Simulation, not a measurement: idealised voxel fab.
The following process module bears the name voxel local oxidation.
160 nm wide, 5 nm square cells: that's cross-section cut.
Cross-section, as written here: a square-cell grid given band by band from the top down, where a band holds one or more rows of cells. A band entry consists of two parts. The first gives the height of the band's top and the height of its bottom, in nm. The rest lists the band's materials from left to right, each with its width in nm. A single material labelled with the word "throughout" fills the band from edge to edge, and the word "blank" marks empty space. Beneath 0, the wafer as received is one material, and that level is where height counting begins. The lowest band goes on downward without a bottom; it is written like "0 nm and below". Width "30..40": first value at the band's top row of cells, second value at its bottom row, equal change from row to row. Where a step carries "no change", the cross-section came out of it unchanged, cell for cell. "Closed void listing": empty spaces of 8 cells or more with no open way to the top, each given as width x height at distance, distance from the left edge, all in nm. Step line, after settings: the simulator's comment on this step. A step line may carry the setting "overlay nm", which, for steps involving a mask, states the distance by which the mask lay to the right of its intended position; negative values denote displacement to the left.

HERE'S WHAT THE PLANNED PROCESS STEPS LOOK LIKE
1,RECEIVE, material Si
2,CONFORMAL_DEP, material SiO2, thk nm 5
3,CONFORMAL_DEP, material SiN, thk nm 10
4,PATTERN, tone cover, mask id ACTIVE, material resist, width nm 85, thk nm 15, overlay nm 0
5,DIRECTIONAL_ETCH, etch materials SiN, depth nm 10
6,STRIP, etch materials resist
7,SELECTIVE_ETCH, etch materials SiO2, depth nm 5
8,OXIDIZE, depth nm 10
9,STRIP, etch materials SiN
Split variable: width nm, step 4. Plan value = first wafer. Wafers start alike.

SO THIS IS THE FIRST OF SEVERAL WAFERS, CROSS-SECTIONED AS IT CAME TO US, MEANING IT'S AT THE END OF STEP 1
> 0 nm and below: Si throughout
> Closed void listing: none

END-OF-MODULE CROSS-SECTION, FIRST OF SEVERAL WAFERS, AFTER LAST STEP 9
> 5 nm to 0 nm: 40 nm blank, 75 nm SiO2, 45 nm blank
> 0 nm to -10 nm: 50 nm SiO2, 55 nm Si, 55 nm SiO2
> -10 nm and below: Si throughout
> Closed void listing: none

FINAL WAFER OF SEVERAL, SHOWN IN CROSS-SECTION AT THE END OF THE MODULE
> 5 nm to 0 nm: 30 nm blank, 100 nm SiO2, 30 nm blank
> 0 nm to -10 nm: 40 nm SiO2, 80 nm Si, 40 nm SiO2
> -10 nm and below: Si throughout
> Closed void listing: none

TABLE: WAFERS, A ROW EACH; END-OF-MODULE CELL CHANGE PER MATERIAL SINCE RECEIPT, GAIN (+), LOSS (-); THEN CLOSED VOIDS
width nm 85, -42 Si, +57 SiO2, Closed void listing: none
width nm 90, -40 Si, +56 SiO2, Closed void listing: none
width nm 95, -38 Si, +55 SiO2, Closed void listing: none
width nm 100, -36 Si, +54 SiO2, Closed void listing: none
width nm 105, -34 Si, +53 SiO2, Closed void listing: none
width nm 110, -32 Si, +52 SiO2, Closed void listing: none
